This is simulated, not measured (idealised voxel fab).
Process module name: voxel ribs on slabs
The width of the displayed cross-section, cut, is 235 nm; its cells are square, with a size of 5 nm.
Reading order for cross-sections: top band down to bottom band. Underlying form: a grid of square cells. Band size: one or more rows of cells. Top, bottom (nm), then materials left to right with widths (nm); lone material tagged "edge to edge" fills the whole band edge to edge; "blank" = empty space. Zero point of the height axis is 0; under it, received wafer = one material. Lowest band: continues down indefinitely, "0 down". Think of "30->40" as a width that walks from the first number to the second as you go down the band, top row to bottom row, taking equal-sized steps from row to row. "everything unchanged" means the step left every cell of the cross-section as it was. Listed in "Enclosed void entries": every empty space of 8 or more cells without an open way to the top. Form: width x height at distance, the distance being from the left edge, all in nm. after a step's settings: what the simulator itself notes on the step. What "overlay nm" on a step's line means: if the step has a mask, that mask lay this far to the right of its planned place, or, when the value is negative, to the left.
### Steps planned for the process
| 1 | RECEIVE,material Si |
| 2 | DIRECTIONAL_DEP,material SiO2,thk nm 25 |
| 3 | DIRECTIONAL_DEP,material polySi,thk nm 25 |
| 4 | DIRECTIONAL_DEP,material aC,thk nm 10 |
| 5 | PATTERN,tone cover,mask id RIB,material resist,width nm 25,thk nm 25,overlay nm 0 |
| 6 | DIRECTIONAL_ETCH,etch materials aC,depth nm 10 |
| 7 | STRIP,etch materials resist |
| 8 | DIRECTIONAL_ETCH,etch materials polySi,depth nm 10 |
| 9 | STRIP,etch materials aC |
| 10 | DIRECTIONAL_DEP,material aC,thk nm 15 |
| 11 | PATTERN,tone cover,mask id SLAB,material resist,width nm 65,thk nm 35,overlay nm 0 |
| 12 | DIRECTIONAL_ETCH,etch materials aC,depth nm 15 |
| 13 | STRIP,etch materials resist |
| 14 | DIRECTIONAL_ETCH,etch materials polySi,depth nm 15 |
| 15 | STRIP,etch materials aC |
| 16 | FILL_DEP,material SiO2,thk nm 30 |
| 17 | CMP,height nm 70 |
| 18 | DIRECTIONAL_DEP,material W,thk nm 5 |
| 19 | PATTERN,tone cover,mask id HEATER,material resist,width nm 35,thk nm 15,overlay nm 0 |
| 20 | DIRECTIONAL_ETCH,etch materials W,depth nm 5 |
| 21 | STRIP,etch materials resist |
| 22 | CONFORMAL_DEP,material SiN,thk nm 5 |
### Wafer as received: cross-section following step 1
  0 down | Si edge to edge
  Enclosed void entries: none
### Cross-section, end of module. Start: as above. Plan: as above. Execution: one mistake
  80 to 75 | SiN edge to edge
  75 to 50 | SiO2 edge to edge
  50 to 40 | SiO2=105, polySi=25, SiO2=105
  40 to 25 | SiO2=85, polySi=65, SiO2=85
  25 to 0 | SiO2 edge to edge
  0 down | Si edge to edge
  Enclosed void entries: none
Finding, execution versus plan: step 18 did not use the planned setting and instead ran as DIRECTIONAL_DEP,material SiO2,thk nm 5
